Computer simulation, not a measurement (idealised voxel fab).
process module | voxel spacer lines
This is section cut - it's 165 nm across, gridded in 5 nm square cells.
Just so we're on the same page, the cross-sections are grids of square cells, and they're listed out in bands top to bottom, each band one or more rows deep. For a band, the entry starts with two heights in nm, that of the top and then that of the bottom, and carries on with the band's materials in order from left to right, each alongside its width in nm; the word "full width" beside a single material means it fills the band edge to edge, and "empty" means empty space. We count height from 0. Below that, the starting wafer is all one material. The lowest band never ends at the bottom but goes on down; see "z 0 and below" for how that is written. Think of "30..40" as a width that walks from the first number to the second as you go down the band, top row to bottom row, taking equal-sized steps from row to row. Step note "no alteration" = no cross-section cell changed. The entry "Closed void table" lists the empty spaces that cover at least 8 cells and have no open path to the top. Each is written as width x height at distance, where the distance is measured from the left edge and all three values are in nm. It should be noted that, on the line of a given step, the content following the step's settings is a remark produced by the simulator itself with respect to that step. If you see "overlay nm" on a step's line and that step has a mask, it's telling you how far right of where it was planned the mask ended up; a negative number means it went left instead.
The process steps that were planned are listed below
1. RECEIVE | material Si
2. CONFORMAL_DEP | material Al2O3 | thk nm 5
3. DIRECTIONAL_DEP | material polySi | thk nm 20
4. DIRECTIONAL_DEP | material aC | thk nm 25
5. PATTERN | tone cover | mask id MANDREL | material resist | width nm 20 | pitch nm 70 | thk nm 35 | overlay nm 0
6. DIRECTIONAL_ETCH | etch materials aC | depth nm 25
7. STRIP | etch materials resist
8. CONFORMAL_DEP | material SiO2 | thk nm 15
9. DIRECTIONAL_ETCH | etch materials SiO2 | depth nm 15
10. STRIP | etch materials aC
11. DIRECTIONAL_ETCH | etch materials polySi | depth nm 20
12. STRIP | etch materials SiO2
As received, after step 1
    z 0 and below: Si full width
    Closed void table: none
The first of two wafers, cross-sectioned at the end of the module, with the run proceeding as planned
    z 25 to 5: empty 20 nm | polySi 15 nm | empty 20 nm | polySi 15 nm | empty 20 nm | polySi 15 nm | empty 20 nm | polySi 15 nm | empty 25 nm
    z 5 to 0: Al2O3 full width
    z 0 and below: Si full width
    Closed void table: none
Here's the second of our two wafers sectioned at module end. Same start as the first, same plan, but one mistake got made running it
    z 50 to 25: Al2O3 full width
    z 25 to 5: polySi full width
    z 5 to 0: Al2O3 full width
    z 0 and below: Si full width
    Closed void table: none
Which mistake was made when the wafer was run? step 4: run off-plan, actual operation and settings DIRECTIONAL_DEP | material Al2O3 | thk nm 25
Cell-count delta at end, second wafer over first, by material: Al2O3: 165 more, polySi: 84 more
